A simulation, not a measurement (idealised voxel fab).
process module | voxel self aligned vias
In the cross-section labelled cut, the width is 230 nm and each square cell is 5 nm.
In this document a cross-section is written as a grid of square cells. It is given as a series of bands, listed from the top down, and a band is one or more rows of cells. What a band's entry tells you: where the top is and where the bottom is, as heights in nm, and after that what lies inside, material by material from left to right, each with its width in nm. Empty space is written as the word "blank", and a single material marked with the word "throughout" occupies the band from edge to edge. All heights in this document are referenced to 0, defined as the level beneath which the wafer, as received, consists entirely of one material. The lowest band is not bounded below; it extends indefinitely downward and is written in the form "0 -> down". Width "30..40": first value at the band's top row of cells, second value at its bottom row, equal change from row to row. Reading "no alteration" for a step: not a cell of the cross-section changed in it. "Enclosed empty spaces": empty spaces of 8 cells or more with no open way to the top, each given as width x height at distance, distance from the left edge, all in nm. Step line, after settings: the simulator's comment on this step. Among the settings permitted on a step's line is "overlay nm"; applied to a step with a mask, it specifies the extent to which the mask lay to the right of its planned position, whereas a negative figure signifies a position to the left.

Set out below are the planned steps of the process
1: RECEIVE,material Si
2: CONFORMAL_DEP,material SiO2,thk nm 15
3: CONFORMAL_DEP,material SiCN,thk nm 5
4: DIRECTIONAL_DEP,material SiO2,thk nm 30
5: MASKED_ETCH,tone open,mask id LINES,width nm 30,pitch nm 65,etch materials SiO2,depth nm 30,overlay nm 0
6: CONFORMAL_DEP,material TiN,thk nm 5
7: FILL_DEP,material Ru,thk nm 5
8: CMP,height nm 50
9: SELECTIVE_ETCH,etch materials W Ru TiN,depth nm 10
10: FILL_DEP,material SiN,thk nm 5
11: CMP,height nm 50
12: DIRECTIONAL_DEP,material SiO2,thk nm 20
13: MASKED_ETCH,tone open,mask id VIAS,width nm 40,pitch nm 130,etch materials SiO2,depth nm 10,overlay nm 0
14: MASKED_ETCH,tone open,mask id VIAS,width nm 40,pitch nm 130,etch materials SiN,depth nm 10,overlay nm 0
15: CONFORMAL_DEP,material TiN,thk nm 5
16: FILL_DEP,material Ru,thk nm 5
17: CMP,height nm 70
18: CONFORMAL_DEP,material SiN,thk nm 5
varied across the wafers: depth nm of step 13. The plan shows the first wafer's value. All wafers start alike

Received wafers, first of several: cross-section after step 1
- 0 -> down: Si throughout
- Enclosed empty spaces: none

Wafer rows, end of module: cells per material gained (+) or lost (-) since receipt; closed voids last
depth nm 10, +48 Ru, +46 SiCN, +82 SiN, +458 SiO2, +56 TiN, Enclosed empty spaces: none
depth nm 15, +60 Ru, +46 SiCN, +82 SiN, +442 SiO2, +60 TiN, Enclosed empty spaces: none
depth nm 20, +88 Ru, +46 SiCN, +58 SiN, +426 SiO2, +72 TiN, Enclosed empty spaces: none
depth nm 25, +92 Ru, +46 SiCN, +58 SiN, +422 SiO2, +72 TiN, Enclosed empty spaces: none
depth nm 30, +96 Ru, +46 SiCN, +58 SiN, +418 SiO2, +72 TiN, Enclosed empty spaces: none
depth nm 35, +96 Ru, +46 SiCN, +58 SiN, +414 SiO2, +76 TiN, Enclosed empty spaces: none
